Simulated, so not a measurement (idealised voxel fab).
The document below concerns the process module designated voxel wiring stack.
Displayed cross-section: cut, width of 280 nm, square cells sized 5 nm.
How to read a cross-section here: the picture is a grid of square cells, written as bands going from the top down, and any band can span one or more rows of cells. Top, bottom (nm), then materials left to right with widths (nm); lone material tagged "full width" fills the whole band edge to edge; "blank" = empty space. Below 0: as-received wafer, all one material; heights counted from there. Lowest band: no bottom, goes on down, written "0..down". Note: "30 to 40" means the width goes from the first number (top row of the band) to the second number (bottom row) in equal steps per row of cells. Basically "identical to before" means that step didn't change any cell in the cross-section. Closed void inventory: empty space of 8 cells or more with no open way to the top, each as width x height at its distance from the left edge, in nm. The remark found on a step's line after its settings is issued by the simulator itself and pertains to that step. Each step line may optionally specify "overlay nm", which for a step with a mask gives the rightward distance between the mask's planned place and where it lay, a negative value indicating the leftward direction.

## These are the steps we planned for the process
1 RECEIVE: material Si
2 CONFORMAL_DEP: material SiO2, thk nm 10
3 DIRECTIONAL_DEP: material TiN, thk nm 5
4 DIRECTIONAL_DEP: material W, thk nm 15
5 MASKED_ETCH: tone cover, mask id METAL_1, width nm 25, pitch nm 40, etch materials W, depth nm 15, overlay nm 0
6 MASKED_ETCH: tone cover, mask id METAL_1, width nm 25, pitch nm 40, etch materials TiN, depth nm 5, overlay nm 0
7 CONFORMAL_DEP: material SiCN, thk nm 5
8 FILL_DEP: material SiO2, thk nm 5
9 CMP: height nm 30
10 CONFORMAL_DEP: material SiCN, thk nm 5
11 DIRECTIONAL_DEP: material SiO2, thk nm 20
12 DIRECTIONAL_DEP: material aC, thk nm 15
13 PATTERN: tone open, mask id PLUG_1, material resist, width nm 15, pitch nm 40, thk nm 35, overlay nm 0
14 DIRECTIONAL_ETCH: etch materials aC, depth nm 15
15 STRIP: etch materials resist
16 DIRECTIONAL_ETCH: etch materials SiO2, depth nm 20
17 DIRECTIONAL_ETCH: etch materials SiCN, depth nm 5
18 STRIP: etch materials aC
19 CONFORMAL_DEP: material TiN, thk nm 5
20 FILL_DEP: material Cu, thk nm 5
21 CMP: height nm 55
22 DIRECTIONAL_DEP: material TiN, thk nm 5
23 DIRECTIONAL_DEP: material W, thk nm 15
24 DIRECTIONAL_DEP: material aC, thk nm 15
25 PATTERN: tone cover, mask id METAL_2, material resist, width nm 25, pitch nm 40, thk nm 35, overlay nm 0
26 DIRECTIONAL_ETCH: etch materials aC, depth nm 15
27 STRIP: etch materials resist
28 DIRECTIONAL_ETCH: etch materials W, depth nm 15
29 DIRECTIONAL_ETCH: etch materials TiN, depth nm 5
30 STRIP: etch materials aC
31 CONFORMAL_DEP: material SiN, thk nm 5
32 FILL_DEP: material SiO2, thk nm 5
33 CMP: height nm 75
34 CONFORMAL_DEP: material SiCN, thk nm 5
35 DIRECTIONAL_DEP: material lowk, thk nm 30
36 MASKED_ETCH: tone open, mask id METAL_3, width nm 25, pitch nm 40, etch materials lowk, depth nm 20, overlay nm 0
37 DIRECTIONAL_DEP: material aC, thk nm 15
38 PATTERN: tone open, mask id METAL_3_HOLES, material resist, width nm 15, pitch nm 40, thk nm 35, overlay nm 0
39 DIRECTIONAL_ETCH: etch materials aC, depth nm 15
40 STRIP: etch materials resist
41 DIRECTIONAL_ETCH: etch materials lowk, depth nm 10
42 DIRECTIONAL_ETCH: etch materials SiCN, depth nm 5
43 STRIP: etch materials aC
44 CONFORMAL_DEP: material TiN, thk nm 5
45 FILL_DEP: material Cu, thk nm 10
46 CMP: height nm 110
47 CONFORMAL_DEP: material SiCN, thk nm 5
48 DIRECTIONAL_DEP: material SiO2, thk nm 15
49 DIRECTIONAL_DEP: material aC, thk nm 15
50 PATTERN: tone open, mask id PLUG_3, material resist, width nm 15, thk nm 30, overlay nm 0
51 DIRECTIONAL_ETCH: etch materials aC, depth nm 15
52 STRIP: etch materials resist
53 DIRECTIONAL_ETCH: etch materials SiO2, depth nm 15
54 DIRECTIONAL_ETCH: etch materials SiCN, depth nm 5
55 STRIP: etch materials aC
56 CONFORMAL_DEP: material TiN, thk nm 5
57 FILL_DEP: material Ru, thk nm 5
58 CMP: height nm 130
59 DIRECTIONAL_DEP: material TiN, thk nm 5
60 DIRECTIONAL_DEP: material Ru, thk nm 25
61 DIRECTIONAL_DEP: material aC, thk nm 10
62 PATTERN: tone cover, mask id METAL_4, material resist, width nm 25, pitch nm 40, thk nm 25, overlay nm 0
63 DIRECTIONAL_ETCH: etch materials aC, depth nm 10
64 STRIP: etch materials resist
65 DIRECTIONAL_ETCH: etch materials Ru, depth nm 25
66 DIRECTIONAL_ETCH: etch materials TiN, depth nm 5
67 STRIP: etch materials aC
68 CONFORMAL_DEP: material SiN, thk nm 5
69 FILL_DEP: material lowk, thk nm 10
70 CMP: height nm 160
71 CONFORMAL_DEP: material SiCN, thk nm 5

## Cross-section of the incoming wafer, state after step 1
  0..down | Si full width
  Closed void inventory: none

## Starting structure and process plan are as shown above, but one mistake was made in running the module; the wafer cross-section at the end of the module follows
  165..160 | SiCN full width
  160..135 | 100 nm lowk, 5 nm SiN, 25 nm Ru, 5 nm SiN, 5 nm lowk, 5 nm SiN, 25 nm Ru, 5 nm SiN, 105 nm lowk
  135..130 | 105 nm SiN, 25 nm TiN, 15 nm SiN, 25 nm TiN, 110 nm SiN
  130..115 | 105 nm SiO2, 5 nm TiN, 5 nm Ru, 5 nm TiN, 160 nm SiO2
  115..110 | 105 nm SiCN, 15 nm TiN, 160 nm SiCN
  110..95 | 105 nm lowk, 5 nm TiN, 15 nm Cu, 5 nm TiN, 15 nm lowk, 5 nm TiN, 15 nm Cu, 5 nm TiN, 110 nm lowk
  95..90 | 105 nm lowk, 5 nm TiN, 5 nm Cu, 15 nm TiN, 15 nm lowk, 5 nm TiN, 5 nm Cu, 15 nm TiN, 110 nm lowk
  90..80 | 105 nm lowk, 5 nm TiN, 5 nm Cu, 5 nm TiN, 25 nm lowk, 5 nm TiN, 5 nm Cu, 5 nm TiN, 120 nm lowk
  80..75 | 105 nm SiCN, 15 nm TiN, 25 nm SiCN, 15 nm TiN, 120 nm SiCN
  75..60 | 100 nm SiO2, 5 nm SiN, 25 nm W, 5 nm SiN, 5 nm SiO2, 5 nm SiN, 25 nm W, 5 nm SiN, 105 nm SiO2
  60..55 | 105 nm SiN, 25 nm TiN, 15 nm SiN, 25 nm TiN, 110 nm SiN
  55..35 | 105 nm SiO2, 5 nm TiN, 5 nm Cu, 5 nm TiN, 25 nm SiO2, 5 nm TiN, 5 nm Cu, 5 nm TiN, 120 nm SiO2
  35..25 | 105 nm SiCN, 15 to 25 nm TiN, 25 to 15 nm SiCN, 15 to 25 nm TiN, 120 to 110 nm SiCN
  25..10 | W full width
  10..0 | SiO2 full width
  0..down | Si full width
  Closed void inventory: none
Heads up, the wafer didn't run the way we planned it: transposition of steps 3 and 4 relative to the planned sequence
